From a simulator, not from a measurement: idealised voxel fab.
process module | voxel ribs on slabs
cross-section cut | 245 nm wide | cells 5 nm
A cross-section is a grid of square cells, given in bands from the top down. A band is one or more rows of cells.
Each band's line starts with the height of the band's top and of its bottom, in nm. Then come its materials from left to right, each with its width in nm. One material with "throughout" fills the band from edge to edge. "air" is empty space.
Height 0 is the level under which the wafer as received is all one material. The lowest band goes on downwards, as in "0 down".
A width such as "30 to 40" changes by the same amount from each row of cells to the next, from the band's top row to its bottom row.
"no change" after a step means that no cell of the cross-section changed.
closed voids: empty space of 8 cells or more with no open way to the top, each as width x height at its distance from the left edge, in nm
after a step's settings: what the simulator itself notes on the step
overlay nm, on a step with a mask: how far to the right of its planned place the mask lay; to the left if negative
plan
1 op RECEIVE | material Si
2 op DIRECTIONAL_DEP | material SiO2 | thk nm 20
3 op DIRECTIONAL_DEP | material SiN | thk nm 20
4 op MASKED_ETCH | tone cover | mask id RIB | width nm 15 | etch materials SiN | depth nm 10 | overlay nm 0
5 op MASKED_ETCH | tone cover | mask id SLAB | width nm 35 | etch materials SiN | depth nm 10 | overlay nm 0
6 op FILL_DEP | material SiO2 | thk nm 25
7 op CMP | height nm 55
8 op DIRECTIONAL_DEP | material W | thk nm 10
9 op DIRECTIONAL_DEP | material aC | thk nm 15
10 op PATTERN | tone cover | mask id HEATER | material resist | width nm 25 | thk nm 30 | overlay nm 0
11 op DIRECTIONAL_ETCH | etch materials aC | depth nm 15
12 op STRIP | etch materials resist
13 op DIRECTIONAL_ETCH | etch materials W | depth nm 10
14 op STRIP | etch materials aC
15 op CONFORMAL_DEP | material SiO2 | thk nm 5
varied across the wafers: width nm of step 5. The plan shows the first wafer's value. All wafers start alike
first wafer as received, after step 1
  0 down: Si throughout
  closed voids: none
first wafer at the end, after step 15
  70 to 65: air 105 | SiO2 35 | air 105
  65 to 60: air 105 | SiO2 5 | W 25 | SiO2 5 | air 105
  60 to 55: SiO2 110 | W 25 | SiO2 110
  55 to 40: SiO2 throughout
  40 to 30: SiO2 115 | SiN 15 | SiO2 115
  30 to 20: SiO2 105 | SiN 35 | SiO2 105
  20 to 0: SiO2 throughout
  0 down: Si throughout
  closed voids: none
last wafer at the end
  70 to 65: air 105 | SiO2 35 | air 105
  65 to 60: air 105 | SiO2 5 | W 25 | SiO2 5 | air 105
  60 to 55: SiO2 110 | W 25 | SiO2 110
  55 to 40: SiO2 throughout
  40 to 30: SiO2 115 | SiN 15 | SiO2 115
  30 to 20: SiO2 95 | SiN 60 | SiO2 90
  20 to 0: SiO2 throughout
  0 down: Si throughout
  closed voids: none
each wafer at the end: cells of each material gained (+) or lost (-) since it was received, then its closed voids
width nm 35 | +20 SiN | +572 SiO2 | +10 W | closed voids: none
width nm 40 | +22 SiN | +570 SiO2 | +10 W | closed voids: none
width nm 45 | +24 SiN | +568 SiO2 | +10 W | closed voids: none
width nm 50 | +26 SiN | +566 SiO2 | +10 W | closed voids: none
width nm 55 | +28 SiN | +564 SiO2 | +10 W | closed voids: none
width nm 60 | +30 SiN | +562 SiO2 | +10 W | closed voids: none
